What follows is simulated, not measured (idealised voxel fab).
process module | voxel air gaps
cross-section cut | 270 nm wide | cells 5 nm
A cross-section is a grid of square cells, given in bands from the top down. A band is one or more rows of cells.
Each band's line starts with the height of the band's top and of its bottom, in nm. Then come its materials from left to right, each with its width in nm. One material with "throughout" fills the band from edge to edge. "air" is empty space.
Height 0 is the level under which the wafer as received is all one material. The lowest band goes on downwards, as in "0 down".
A width such as "30 to 40" changes by the same amount from each row of cells to the next, from the band's top row to its bottom row.
"no change" after a step means that no cell of the cross-section changed.
closed voids: empty space of 8 cells or more with no open way to the top, each as width x height at its distance from the left edge, in nm
after a step's settings: what the simulator itself notes on the step
overlay nm, on a step with a mask: how far to the right of its planned place the mask lay; to the left if negative
plan
1 op RECEIVE | material Si
2 op CONFORMAL_DEP | material SiO2 | thk nm 10
3 op CONFORMAL_DEP | material SiN | thk nm 5
4 op DIRECTIONAL_DEP | material lowk | thk nm 30
5 op PATTERN | tone open | mask id LINES | material resist | width nm 20 | pitch nm 45 | thk nm 20 | overlay nm 0
6 op DIRECTIONAL_ETCH | etch materials lowk | depth nm 30
7 op STRIP | etch materials resist
8 op CONFORMAL_DEP | material TiN | thk nm 5
9 op FILL_DEP | material Ru | thk nm 10
10 op CMP | height nm 45
11 op EPI | material Ru | thk nm 10
12 op SELECTIVE_ETCH | etch materials lowk | depth nm 40
13 op CONFORMAL_DEP | material SiCN | thk nm 5
first wafer, as planned
as received, after step 1
  0 down: Si throughout
  closed voids: none
after step 2
  10 to 0: SiO2 throughout
  below 0: unchanged
after step 3
  15 to 10: SiN throughout
  below 10: unchanged
after step 4
  45 to 15: lowk throughout
  below 15: unchanged
after step 5
  65 to 45: resist 80 | air 20 | resist 25 | air 20 | resist 25 | air 20 | resist 80
  below 45: unchanged
after step 6
  65 to 45: resist 80 | air 20 | resist 25 | air 20 | resist 25 | air 20 | resist 80
  45 to 15: lowk 80 | air 20 | lowk 25 | air 20 | lowk 25 | air 20 | lowk 80
  below 15: unchanged
after step 7
  45 to 15: lowk 80 | air 20 | lowk 25 | air 20 | lowk 25 | air 20 | lowk 80
  below 15: unchanged
after step 8
  50 to 45: TiN 85 | air 10 | TiN 35 | air 10 | TiN 35 | air 10 | TiN 85
  45 to 20: lowk 80 | TiN 5 | air 10 | TiN 5 | lowk 25 | TiN 5 | air 10 | TiN 5 | lowk 25 | TiN 5 | air 10 | TiN 5 | lowk 80
  20 to 15: lowk 80 | TiN 20 | lowk 25 | TiN 20 | lowk 25 | TiN 20 | lowk 80
  below 15: unchanged
after step 9
  60 to 50: Ru throughout
  50 to 45: TiN 85 | Ru 10 | TiN 35 | Ru 10 | TiN 35 | Ru 10 | TiN 85
  45 to 20: lowk 80 | TiN 5 | Ru 10 | TiN 5 | lowk 25 | TiN 5 | Ru 10 | TiN 5 | lowk 25 | TiN 5 | Ru 10 | TiN 5 | lowk 80
  below 20: unchanged
after step 10
  45 to 20: lowk 80 | TiN 5 | Ru 10 | TiN 5 | lowk 25 | TiN 5 | Ru 10 | TiN 5 | lowk 25 | TiN 5 | Ru 10 | TiN 5 | lowk 80
  below 20: unchanged
after step 11
  55 to 45: air 70 | Ru 40 | air 5 | Ru 40 | air 5 | Ru 40 | air 70
  below 45: unchanged
after step 12
  55 to 45: air 70 | Ru 40 | air 5 | Ru 40 | air 5 | Ru 40 | air 70
  45 to 20: air 80 | TiN 5 | Ru 10 | TiN 5 | air 25 | TiN 5 | Ru 10 | TiN 5 | air 25 | TiN 5 | Ru 10 | TiN 5 | air 80
  20 to 15: air 80 | TiN 20 | air 25 | TiN 20 | air 25 | TiN 20 | air 80
  below 15: unchanged
after step 13
  60 to 55: air 65 | SiCN 140 | air 65
  55 to 45: air 65 | SiCN 5 | Ru 40 | SiCN 5 | Ru 40 | SiCN 5 | Ru 40 | SiCN 5 | air 65
  45 to 40: air 65 | SiCN 15 | TiN 5 | Ru 10 | TiN 5 | SiCN 25 | TiN 5 | Ru 10 | TiN 5 | SiCN 25 | TiN 5 | Ru 10 | TiN 5 | SiCN 15 | air 65
  40 to 20: air 75 | SiCN 5 | TiN 5 | Ru 10 | TiN 5 | SiCN 5 | air 15 | SiCN 5 | TiN 5 | Ru 10 | TiN 5 | SiCN 5 | air 15 | SiCN 5 | TiN 5 | Ru 10 | TiN 5 | SiCN 5 | air 75
  20 to 15: SiCN 80 | TiN 20 | SiCN 25 | TiN 20 | SiCN 25 | TiN 20 | SiCN 80
  below 15: unchanged
  closed voids: 15 x 20 at 105; 15 x 20 at 150
second wafer: like start, like plan, one mistake. Through step 10 it matches the first wafer
when step 11 should have ended
  45 to 20: air 80 | TiN 5 | Ru 10 | TiN 5 | air 25 | TiN 5 | Ru 10 | TiN 5 | air 25 | TiN 5 | Ru 10 | TiN 5 | air 80
  20 to 15: air 80 | TiN 20 | air 25 | TiN 20 | air 25 | TiN 20 | air 80
  below 15: unchanged
when step 12 should have ended
  55 to 45: air 70 | Ru 40 | air 5 | Ru 40 | air 5 | Ru 40 | air 70
  45 to 20: air 70 | Ru 10 | TiN 5 | Ru 10 | TiN 5 | Ru 10 | air 5 | Ru 10 | TiN 5 | Ru 10 | TiN 5 | Ru 10 | air 5 | Ru 10 | TiN 5 | Ru 10 | TiN 5 | Ru 10 | air 70
  20 to 15: air 70 | Ru 10 | TiN 20 | Ru 10 | air 5 | Ru 10 | TiN 20 | Ru 10 | air 5 | Ru 10 | TiN 20 | Ru 10 | air 70
  below 15: unchanged
when step 13 should have ended
  60 to 55: air 65 | SiCN 140 | air 65
  55 to 45: air 65 | SiCN 5 | Ru 40 | SiCN 5 | Ru 40 | SiCN 5 | Ru 40 | SiCN 5 | air 65
  45 to 20: air 65 | SiCN 5 | Ru 10 | TiN 5 | Ru 10 | TiN 5 | Ru 10 | SiCN 5 | Ru 10 | TiN 5 | Ru 10 | TiN 5 | Ru 10 | SiCN 5 | Ru 10 | TiN 5 | Ru 10 | TiN 5 | Ru 10 | SiCN 5 | air 65
  20 to 15: SiCN 70 | Ru 10 | TiN 20 | Ru 10 | SiCN 5 | Ru 10 | TiN 20 | Ru 10 | SiCN 5 | Ru 10 | TiN 20 | Ru 10 | SiCN 70
  below 15: unchanged
what went wrong: steps 11 and 12 were swapped
at the end the second wafer has, in cells: 72 more of Ru | 32 fewer of SiCN
closed voids at the end (first wafer, second wafer): 2, 0
